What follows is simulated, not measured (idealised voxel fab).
process module | voxel released beams
cross-section cut | 240 nm wide | cells 5 nm
A cross-section is a grid of square cells, given in bands from the top down. A band is one or more rows of cells.
Each band's line starts with the height of the band's top and of its bottom, in nm. Then come its materials from left to right, each with its width in nm. One material with "throughout" fills the band from edge to edge. "air" is empty space.
Height 0 is the level under which the wafer as received is all one material. The lowest band goes on downwards, as in "0 down".
A width such as "30 to 40" changes by the same amount from each row of cells to the next, from the band's top row to its bottom row.
"no change" after a step means that no cell of the cross-section changed.
closed voids: empty space of 8 cells or more with no open way to the top, each as width x height at its distance from the left edge, in nm
after a step's settings: what the simulator itself notes on the step
overlay nm, on a step with a mask: how far to the right of its planned place the mask lay; to the left if negative
plan
1 op RECEIVE | material Si
2 op CONFORMAL_DEP | material Al2O3 | thk nm 10
3 op DIRECTIONAL_DEP | material SiO2 | thk nm 10
4 op DIRECTIONAL_DEP | material aC | thk nm 15
5 op PATTERN | tone open | mask id ANCHOR | material resist | width nm 45 | thk nm 35 | overlay nm 0
6 op DIRECTIONAL_ETCH | etch materials aC | depth nm 15
7 op STRIP | etch materials resist
8 op DIRECTIONAL_ETCH | etch materials SiO2 | depth nm 10
9 op STRIP | etch materials aC
10 op CONFORMAL_DEP | material W | thk nm 15
11 op DIRECTIONAL_DEP | material aC | thk nm 15
12 op PATTERN | tone cover | mask id BEAM | material resist | width nm 110 | thk nm 30 | overlay nm 0
13 op DIRECTIONAL_ETCH | etch materials aC | depth nm 15
14 op STRIP | etch materials resist
15 op DIRECTIONAL_ETCH | etch materials W | depth nm 15
16 op STRIP | etch materials aC
17 op STRIP | etch materials SiO2
first wafer, as planned
as received, after step 1
  0 down: Si throughout
  closed voids: none
after step 2
  10 to 0: Al2O3 throughout
  below 0: unchanged
after step 3
  20 to 10: SiO2 throughout
  below 10: unchanged
after step 4
  35 to 20: aC throughout
  below 20: unchanged
after step 5
  70 to 35: resist 65 | air 45 | resist 130
  below 35: unchanged
after step 6
  55 to 35: resist 65 | air 45 | resist 130
  35 to 20: aC 65 | air 45 | aC 130
  below 20: unchanged
after step 7
  35 to 20: aC 65 | air 45 | aC 130
  below 20: unchanged
after step 8
  35 to 20: aC 65 | air 45 | aC 130
  20 to 10: SiO2 65 | air 45 | SiO2 130
  below 10: unchanged
after step 9
  20 to 10: SiO2 65 | air 45 | SiO2 130
  below 10: unchanged
after step 10
  35 to 25: W 80 | air 15 | W 145
  25 to 20: W throughout
  20 to 10: SiO2 65 | W 45 | SiO2 130
  below 10: unchanged
after step 11
  50 to 40: aC 80 | air 15 | aC 145
  40 to 35: aC throughout
  35 to 25: W 80 | aC 15 | W 145
  below 25: unchanged
after step 12
  80 to 50: air 60 | resist 110 | air 70
  50 to 40: aC 80 | resist 15 | aC 145
  below 40: unchanged
after step 13
  65 to 50: air 60 | resist 110 | air 70
  50 to 40: air 60 | aC 20 | resist 15 | aC 75 | air 70
  40 to 35: air 60 | aC 110 | air 70
  below 35: unchanged
after step 14
  50 to 40: air 60 | aC 20 | air 15 | aC 75 | air 70
  below 40: unchanged
after step 15
  50 to 40: air 60 | aC 20 | air 15 | aC 75 | air 70
  40 to 35: air 60 | aC 110 | air 70
  35 to 25: air 60 | W 20 | aC 15 | W 75 | air 70
  25 to 20: air 60 | W 110 | air 70
  below 20: unchanged
after step 16
  35 to 25: air 60 | W 20 | air 15 | W 75 | air 70
  below 25: unchanged
after step 17
  35 to 25: air 60 | W 20 | air 15 | W 75 | air 70
  25 to 20: air 60 | W 110 | air 70
  20 to 10: air 65 | W 45 | air 130
  below 10: unchanged
second wafer: like start, like plan, one mistake. Through step 9 it matches the first wafer
when step 10 should have ended
  50 to 20: W throughout
  20 to 10: SiO2 65 | W 45 | SiO2 130
  below 10: unchanged
when step 11 should have ended
  65 to 50: aC throughout
  below 50: unchanged
when step 12 should have ended
  95 to 65: air 60 | resist 110 | air 70
  below 65: unchanged
when step 13 should have ended
  80 to 65: air 60 | resist 110 | air 70
  65 to 50: air 60 | aC 110 | air 70
  below 50: unchanged
when step 14 should have ended
  65 to 50: air 60 | aC 110 | air 70
  below 50: unchanged
when step 15 should have ended
  65 to 50: air 60 | aC 110 | air 70
  50 to 35: air 60 | W 110 | air 70
  below 35: unchanged
when step 16 should have ended
  50 to 35: air 60 | W 110 | air 70
  below 35: unchanged
when step 17 should have ended: no change
what went wrong: step 10 was run twice
at the end the second wafer has, in cells: 78 more of SiO2 | 150 more of W
